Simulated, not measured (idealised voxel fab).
process module | voxel tone inversion
cross-section cut | 275 nm wide | cells 5 nm
A cross-section is a grid of square cells, given in bands from the top down. A band is one or more rows of cells.
Each band's line starts with the height of the band's top and of its bottom, in nm. Then come its materials from left to right, each with its width in nm. One material with "throughout" fills the band from edge to edge. "air" is empty space.
Height 0 is the level under which the wafer as received is all one material. The lowest band goes on downwards, as in "0 down".
A width such as "30 to 40" changes by the same amount from each row of cells to the next, from the band's top row to its bottom row.
"no change" after a step means that no cell of the cross-section changed.
closed voids: empty space of 8 cells or more with no open way to the top, each as width x height at its distance from the left edge, in nm
after a step's settings: what the simulator itself notes on the step
overlay nm, on a step with a mask: how far to the right of its planned place the mask lay; to the left if negative
plan
1 op RECEIVE | material Si
2 op CONFORMAL_DEP | material SiCN | thk nm 5
3 op DIRECTIONAL_DEP | material aC | thk nm 25
4 op PATTERN | tone cover | mask id POSTS | material resist | width nm 25 | pitch nm 55 | thk nm 30 | overlay nm 0
5 op DIRECTIONAL_ETCH | etch materials aC | depth nm 25
6 op STRIP | etch materials resist
7 op FILL_DEP | material SiO2 | thk nm 10
8 op CMP | height nm 30
9 op STRIP | etch materials aC
as received, after step 1
  0 down: Si throughout
  closed voids: none
a wafer at the end: this start, this plan, one mistake
  30 to 5: SiO2 35 | air 25 | SiO2 30 | air 25 | SiO2 30 | air 25 | SiO2 30 | air 25 | SiO2 50
  5 to 0: SiCN throughout
  0 down: Si throughout
  closed voids: none
what went wrong: step 4 ran as: op PATTERN | tone cover | mask id POSTS | material resist | width nm 25 | pitch nm 55 | thk nm 30 | overlay nm -5
